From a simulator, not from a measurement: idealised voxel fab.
Process module under the name voxel released beams
Section shown: cut. Width: 210 nm. Cell size: 5 nm, square.
Square cells in a grid make up a cross-section in this document, and the grid is given as bands, listed from the top down, each one or more rows of cells. Per band: top height and bottom height in nm, followed by the left-to-right materials and their widths in nm; "all across" marks a single material spanning edge to edge, "empty" marks empty space. Height is counted from the level 0, under which the received wafer is composed throughout of one material. The lowest of the bands is not closed at the bottom but continues downward, in the notation "from 0 down". Per-row width for "30->40": begins at first number (top row of band), ends at second number (bottom row), increment between rows held constant. No cell of the cross-section changed in a step that is given as "remained the same". Empty spaces counting at least 8 cells and having no open way to the top are listed in "Voids, fully enclosed". The notation width x height at distance is used for each, the distance being from the left edge and all three values in nm. What comes after the settings on a step's line is commentary from the simulator itself on that step. If you see "overlay nm" on a step's line and that step has a mask, it's telling you how far right of where it was planned the mask ended up; a negative number means it went left instead.
THE FOLLOWING LIST GIVES THE PLANNED PROCESS STEPS
1: op RECEIVE | material Si
2: op CONFORMAL_DEP | material Al2O3 | thk nm 10
3: op DIRECTIONAL_DEP | material SiO2 | thk nm 15
4: op MASKED_ETCH | tone open | mask id ANCHOR | width nm 40 | etch materials SiO2 | depth nm 15 | overlay nm 0
5: op CONFORMAL_DEP | material SiN | thk nm 15
6: op MASKED_ETCH | tone cover | mask id BEAM | width nm 125 | etch materials SiN | depth nm 15 | overlay nm 0
7: op STRIP | etch materials SiO2
CROSS-SECTION OF THE WAFER UPON ARRIVAL, REPRESENTING THE STATE REACHED AFTER STEP 1
* from 0 down | Si all across
* Voids, fully enclosed: none
THE FIRST OF TWO WAFERS, CROSS-SECTIONED AT THE END OF THE MODULE, WITH THE RUN PROCEEDING AS PLANNED
* from 40 to 25 | 40 of empty / 20 of SiN / 10 of empty / 95 of SiN / 45 of empty
* from 25 to 10 | 45 of empty / 40 of SiN / 125 of empty
* from 10 to 0 | Al2O3 all across
* from 0 down | Si all across
* Voids, fully enclosed: none
WHAT THE SECOND WAFER LOOKS LIKE IN CROSS-SECTION ONCE THE MODULE IS DONE. ITS START AND ITS PLAN MATCHED THE FIRST WAFER'S EXACTLY; WHAT DIFFERED WAS ONE MISTAKE IN HOW IT WAS RUN
* from 25 to 10 | 40 of empty / 125 of SiN / 45 of empty
* from 10 to 0 | Al2O3 all across
* from 0 down | Si all across
* Voids, fully enclosed: none
Want to know what went wrong? yeah, step 3 of the plan got skipped, never ran
Final tally in cells, some materials are higher or lower on the second wafer than on the first: SiN -18
